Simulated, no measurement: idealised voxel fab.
Process module, titled voxel transistor to metal
Section cut is 275 nm wide and gridded with 5 nm square cells.
If you're reading a cross-section in this doc, picture square cells in a grid; it comes to you as bands, top ones listed first down to the bottom, and a band can be one or more rows of cells.
It is stipulated that each band's entry specify, in nanometres, the height of the top of the band and then that of its bottom, followed by the materials of the band in left-to-right sequence, each together with its width in nanometres. A single material marked by the word "full width" is understood to fill the band from edge to edge; the word "blank" is understood to denote empty space.
Height reference: 0 = level under which incoming wafer is all one material. Lowest band: no bottom, runs on downward, e.g. "top 0, no bottom".
A width given as "30..40" starts at the first number in the band's top row and ends at the second number in its bottom row, shifting by an equal amount at every step from row to row.
It should be understood that the words "same as before", when stated for a given step, signify that the cross-section underwent no change in any of its cells during that step.
Voids not open to the top, 8 cells minimum: see "Voids, fully enclosed". Written width x height at distance; distance is from the left edge; nm.
Where a step's line continues beyond its settings, the continuation is a remark by the simulator itself on that step.
overlay nm: mask right of planned place by this much (step with mask). Neg. = left.
## Process steps foreseen in the plan
1,RECEIVE [material Si]
2,CONFORMAL_DEP [material SiO2] [thk nm 5]
3,CONFORMAL_DEP [material SiN] [thk nm 10]
4,PATTERN [tone cover] [mask id ACTIVE] [material resist] [width nm 105] [pitch nm 125] [thk nm 20] [overlay nm 0]
5,DIRECTIONAL_ETCH [etch materials SiN] [depth nm 10]
6,DIRECTIONAL_ETCH [etch materials SiO2] [depth nm 5]
7,DIRECTIONAL_ETCH [etch materials Si] [depth nm 30]
8,STRIP [etch materials resist]
9,FILL_DEP [material SiO2] [thk nm 15]
10,CMP [height nm 15]
11,SELECTIVE_ETCH [etch materials SiO2] [depth nm 5]
12,STRIP [etch materials SiN]
13,SELECTIVE_ETCH [etch materials SiO2] [depth nm 5]
14,OXIDIZE [depth nm 5]
15,DIRECTIONAL_DEP [material polySi] [thk nm 20]
16,DIRECTIONAL_DEP [material SiCN] [thk nm 10]
17,PATTERN [tone cover] [mask id GATE] [material resist] [width nm 25] [pitch nm 125] [thk nm 20] [overlay nm 0]
18,DIRECTIONAL_ETCH [etch materials SiCN] [depth nm 20]
19,DIRECTIONAL_ETCH [etch materials polySi] [depth nm 30]
20,STRIP [etch materials resist]
21,CONFORMAL_DEP [material SiN] [thk nm 10]
22,DIRECTIONAL_ETCH [etch materials SiN] [depth nm 10]
23,DIRECTIONAL_ETCH [etch materials SiO2] [depth nm 5]
24,DIRECTIONAL_ETCH [etch materials Si] [depth nm 10]
25,EPI [material SiGe] [thk nm 15]
26,FILL_DEP [material SiO2] [thk nm 5]
27,CMP [height nm 30]
28,DIRECTIONAL_DEP [material SiO2] [thk nm 15]
29,DIRECTIONAL_DEP [material aC] [thk nm 10]
30,PATTERN [tone open] [mask id CONTACT] [material resist] [width nm 30] [thk nm 25] [overlay nm 0]
31,DIRECTIONAL_ETCH [etch materials aC] [depth nm 10]
32,STRIP [etch materials resist]
33,DIRECTIONAL_ETCH [etch materials SiO2] [depth nm 35]
34,STRIP [etch materials aC]
35,CONFORMAL_DEP [material TiN] [thk nm 5]
36,FILL_DEP [material W] [thk nm 5]
37,CMP [height nm 45]
38,CONFORMAL_DEP [material SiCN] [thk nm 5]
39,DIRECTIONAL_DEP [material lowk] [thk nm 15]
40,MASKED_ETCH [tone open] [mask id METAL_1] [width nm 20] [etch materials lowk] [depth nm 15] [overlay nm 0]
41,MASKED_ETCH [tone open] [mask id METAL_1] [width nm 20] [etch materials SiCN] [depth nm 5] [overlay nm 0]
42,CONFORMAL_DEP [material TiN] [thk nm 5]
43,FILL_DEP [material Ru] [thk nm 5]
44,CMP [height nm 65]
45,CONFORMAL_DEP [material SiN] [thk nm 5]
## Wafer as received: cross-section following step 1
	top 0, no bottom = Si full width
	Voids, fully enclosed: none
## The first of the two wafers as seen in cross-section once the module was finished; processing followed the plan
	top 70, bottom 65 = SiN full width
	top 65, bottom 50 = 25 nm lowk / 5 nm TiN / 10 nm Ru / 5 nm TiN / 55 nm lowk / 5 nm TiN / 10 nm Ru / 5 nm TiN / 30 nm lowk / 5 nm TiN / 10 nm Ru / 5 nm TiN / 55 nm lowk / 5 nm TiN / 10 nm Ru / 5 nm TiN / 30 nm lowk
	top 50, bottom 45 = 25 nm SiCN / 20 nm TiN / 55 nm SiCN / 20 nm TiN / 30 nm SiCN / 20 nm TiN / 55 nm SiCN / 20 nm TiN / 30 nm SiCN
	top 45, bottom 35 = 25 nm SiO2 / 5 nm TiN / 20 nm W / 5 nm TiN / 35 nm SiO2 / 5 nm TiN / 20 nm W / 5 nm TiN / 30 nm SiO2 / 5 nm TiN / 20 nm W / 5 nm TiN / 35 nm SiO2 / 5 nm TiN / 20 nm W / 5 nm TiN / 30 nm SiO2
	top 35, bottom 30 = 25 nm SiO2 / 5 nm TiN / 15 nm W / 10 nm TiN / 35 nm SiO2 / 10 nm TiN / 15 nm W / 5 nm TiN / 30 nm SiO2 / 5 nm TiN / 15 nm W / 10 nm TiN / 35 nm SiO2 / 10 nm TiN / 15 nm W / 5 nm TiN / 30 nm SiO2
	top 30, bottom 20 = 25 nm SiO2 / 5 nm TiN / 15 nm W / 5 nm TiN / 10 nm SiN / 25 nm SiCN / 10 nm SiN / 5 nm TiN / 15 nm W / 5 nm TiN / 30 nm SiO2 / 5 nm TiN / 15 nm W / 5 nm TiN / 10 nm SiN / 25 nm SiCN / 10 nm SiN / 5 nm TiN / 15 nm W / 5 nm TiN / 30 nm SiO2
	top 20, bottom 15 = 25 nm SiO2 / 5 nm TiN / 15 nm W / 5 nm TiN / 10 nm SiN / 25 nm polySi / 10 nm SiN / 5 nm TiN / 15 nm W / 5 nm TiN / 30 nm SiO2 / 5 nm TiN / 15 nm W / 5 nm TiN / 10 nm SiN / 25 nm polySi / 10 nm SiN / 5 nm TiN / 15 nm W / 5 nm TiN / 30 nm SiO2
	top 15, bottom 10 = 25 nm SiO2 / 25 nm TiN / 10 nm SiN / 25 nm polySi / 10 nm SiN / 25 nm TiN / 30 nm SiO2 / 25 nm TiN / 10 nm SiN / 25 nm polySi / 10 nm SiN / 25 nm TiN / 30 nm SiO2
	top 10, bottom 5 = 20 nm SiO2 / 30 nm SiGe / 10 nm SiN / 25 nm polySi / 10 nm SiN / 30 nm SiGe / 20 nm SiO2 / 30 nm SiGe / 10 nm SiN / 25 nm polySi / 10 nm SiN / 30 nm SiGe / 25 nm SiO2
	top 5, bottom 0 = 15 nm SiO2 / 10 nm SiN / 25 nm SiGe / 10 nm SiN / 25 nm polySi / 10 nm SiN / 25 nm SiGe / 10 nm SiN / 10 nm SiO2 / 10 nm SiN / 25 nm SiGe / 10 nm SiN / 25 nm polySi / 10 nm SiN / 25 nm SiGe / 10 nm SiN / 20 nm SiO2
	top 0, bottom -5 = 25 nm SiO2 / 25 nm SiGe / 45 nm SiO2 / 25 nm SiGe / 30 nm SiO2 / 25 nm SiGe / 45 nm SiO2 / 25 nm SiGe / 30 nm SiO2
	top -5, bottom -15 = 20 nm SiO2 / 5 nm Si / 25 nm SiGe / 45 nm Si / 25 nm SiGe / 5 nm Si / 20 nm SiO2 / 5 nm Si / 25 nm SiGe / 45 nm Si / 25 nm SiGe / 5 nm Si / 25 nm SiO2
	top -15, bottom -30 = 20 nm SiO2 / 105 nm Si / 20 nm SiO2 / 105 nm Si / 25 nm SiO2
	top -30, no bottom = Si full width
	Voids, fully enclosed: none
## Second of two wafers, module complete, sectioned: it shares the first wafer's start and plan but was run with one mistake
	top 75, bottom 70 = SiN full width
	top 70, bottom 65 = 30 nm TiN / 10 nm Ru / 65 nm TiN / 10 nm Ru / 40 nm TiN / 10 nm Ru / 65 nm TiN / 10 nm Ru / 35 nm TiN
	top 65, bottom 50 = 25 nm lowk / 5 nm TiN / 10 nm Ru / 5 nm TiN / 55 nm lowk / 5 nm TiN / 10 nm Ru / 5 nm TiN / 30 nm lowk / 5 nm TiN / 10 nm Ru / 5 nm TiN / 55 nm lowk / 5 nm TiN / 10 nm Ru / 5 nm TiN / 30 nm lowk
	top 50, bottom 45 = 25 nm SiCN / 20 nm TiN / 55 nm SiCN / 20 nm TiN / 30 nm SiCN / 20 nm TiN / 55 nm SiCN / 20 nm TiN / 30 nm SiCN
	top 45, bottom 35 = 25 nm SiO2 / 5 nm TiN / 20 nm W / 5 nm TiN / 35 nm SiO2 / 5 nm TiN / 20 nm W / 5 nm TiN / 30 nm SiO2 / 5 nm TiN / 20 nm W / 5 nm TiN / 35 nm SiO2 / 5 nm TiN / 20 nm W / 5 nm TiN / 30 nm SiO2
	top 35, bottom 30 = 25 nm SiO2 / 5 nm TiN / 15 nm W / 10 nm TiN / 35 nm SiO2 / 10 nm TiN / 15 nm W / 5 nm TiN / 30 nm SiO2 / 5 nm TiN / 15 nm W / 10 nm TiN / 35 nm SiO2 / 10 nm TiN / 15 nm W / 5 nm TiN / 30 nm SiO2
	top 30, bottom 20 = 25 nm SiO2 / 5 nm TiN / 15 nm W / 5 nm TiN / 10 nm SiN / 25 nm SiCN / 10 nm SiN / 5 nm TiN / 15 nm W / 5 nm TiN / 30 nm SiO2 / 5 nm TiN / 15 nm W / 5 nm TiN / 10 nm SiN / 25 nm SiCN / 10 nm SiN / 5 nm TiN / 15 nm W / 5 nm TiN / 30 nm SiO2
	top 20, bottom 15 = 25 nm SiO2 / 5 nm TiN / 15 nm W / 5 nm TiN / 10 nm SiN / 25 nm polySi / 10 nm SiN / 5 nm TiN / 15 nm W / 5 nm TiN / 30 nm SiO2 / 5 nm TiN / 15 nm W / 5 nm TiN / 10 nm SiN / 25 nm polySi / 10 nm SiN / 5 nm TiN / 15 nm W / 5 nm TiN / 30 nm SiO2
	top 15, bottom 10 = 25 nm SiO2 / 25 nm TiN / 10 nm SiN / 25 nm polySi / 10 nm SiN / 25 nm TiN / 30 nm SiO2 / 25 nm TiN / 10 nm SiN / 25 nm polySi / 10 nm SiN / 25 nm TiN / 30 nm SiO2
	top 10, bottom 5 = 20 nm SiO2 / 30 nm SiGe / 10 nm SiN / 25 nm polySi / 10 nm SiN / 30 nm SiGe / 20 nm SiO2 / 30 nm SiGe / 10 nm SiN / 25 nm polySi / 10 nm SiN / 30 nm SiGe / 25 nm SiO2
	top 5, bottom 0 = 15 nm SiO2 / 10 nm SiN / 25 nm SiGe / 10 nm SiN / 25 nm polySi / 10 nm SiN / 25 nm SiGe / 10 nm SiN / 10 nm SiO2 / 10 nm SiN / 25 nm SiGe / 10 nm SiN / 25 nm polySi / 10 nm SiN / 25 nm SiGe / 10 nm SiN / 20 nm SiO2
	top 0, bottom -5 = 25 nm SiO2 / 25 nm SiGe / 45 nm SiO2 / 25 nm SiGe / 30 nm SiO2 / 25 nm SiGe / 45 nm SiO2 / 25 nm SiGe / 30 nm SiO2
	top -5, bottom -15 = 20 nm SiO2 / 5 nm Si / 25 nm SiGe / 45 nm Si / 25 nm SiGe / 5 nm Si / 20 nm SiO2 / 5 nm Si / 25 nm SiGe / 45 nm Si / 25 nm SiGe / 5 nm Si / 25 nm SiO2
	top -15, bottom -30 = 20 nm SiO2 / 105 nm Si / 20 nm SiO2 / 105 nm Si / 25 nm SiO2
	top -30, no bottom = Si full width
	Voids, fully enclosed: none
What was the processing mistake? step 44 ran with different settings than intended, the actual operation and settings being CMP [height nm 70]
Bottom line after processing is that, in cells, the second wafer is up or down on some materials versus the first: Ru: 8 more; TiN: 47 more
